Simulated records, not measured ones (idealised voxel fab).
Process module, titled voxel fin reveal
Pictured: cross-section cut, 185 nm wide, on a grid of 5 nm square cells.
Bands, listed from the top down, are how a cross-section gets written in this document; the cross-section itself is a grid of square cells, and a band is one or more rows of them.
Band: top and bottom heights (nm) first, top before bottom; then materials from left to right, widths in nm. "everywhere" marks a sole material filling the band edge to edge. "air" denotes empty space.
Height datum 0, below which the as-received substrate wafer is one material. Lowest band open at the bottom, running downward: "0 nm and below".
Graded width ("30->40"): value in top row of band = first number; value in bottom row = second number; row-to-row change constant.
Any step labelled "no change occurred" changed none of the cells in the cross-section.
The list in "Voids, sealed" covers empty spaces of 8 cells or more that cannot reach the top through any open way, and it gives each as width x height at distance; the distance is from the left edge, and width, height and distance are in nm.
Note: text after step settings on the step line = simulator remark on that step.
Steps that use a mask can have "overlay nm" on their line. It says how far the mask sat to the right of where it was meant to be. Negative means to the left.
STEPS PLANNED FOR THE PROCESS
- 1: op RECEIVE | material Si
- 2: op CONFORMAL_DEP | material SiN | thk nm 5
- 3: op MASKED_ETCH | tone cover | mask id FINS | width nm 15 | pitch nm 45 | etch materials SiN | depth nm 5 | overlay nm 0
- 4: op MASKED_ETCH | tone cover | mask id FINS | width nm 15 | pitch nm 45 | etch materials Si | depth nm 40 | overlay nm 0
- 5: op OXIDIZE | depth nm 5
- 6: op FILL_DEP | material SiO2 | thk nm 5
- 7: op CMP | height nm 5
- 8: op SELECTIVE_ETCH | etch materials SiO2 | depth nm 25
- 9: op STRIP | etch materials SiN
HERE'S WHAT THE WAFER LOOKED LIKE IN CROSS-SECTION WHEN IT ARRIVED - THAT'S AFTER STEP 1
0 nm and below = Si everywhere
Voids, sealed: none
HERE'S THE CROSS-SECTION OF THE FIRST OF OUR TWO WAFERS AT THE END OF THE MODULE - IT RAN AS PLANNED
0 nm to -20 nm = air (20), then Si (5), then air (40), then Si (5), then air (40), then Si (5), then air (40), then Si (5), then air (25)
-20 nm to -45 nm = SiO2 (20), then Si (5), then SiO2 (40), then Si (5), then SiO2 (40), then Si (5), then SiO2 (40), then Si (5), then SiO2 (25)
-45 nm and below = Si everywhere
Voids, sealed: none
WAFER TWO, SECTIONED AFTER THE MODULE: THE FIRST WAFER'S START, THE FIRST WAFER'S PLAN, AND ONE MISTAKE IN HOW IT WAS RUN
0 nm to -5 nm = Si (10), then air (25), then Si (20), then air (25), then Si (20), then air (25), then Si (20), then air (25), then Si (15)
-5 nm and below = Si everywhere
Voids, sealed: none
The mistake made against the process plan was this: the process deviated at step 3: the operation and settings actually run there were op MASKED_ETCH | tone open | mask id FINS | width nm 15 | pitch nm 45 | etch materials SiN | depth nm 5 | overlay nm 0
Looking at both finished wafers in cells, the second ends up ahead of or behind the first on some materials: Si: 277 more; SiO2: 165 fewer
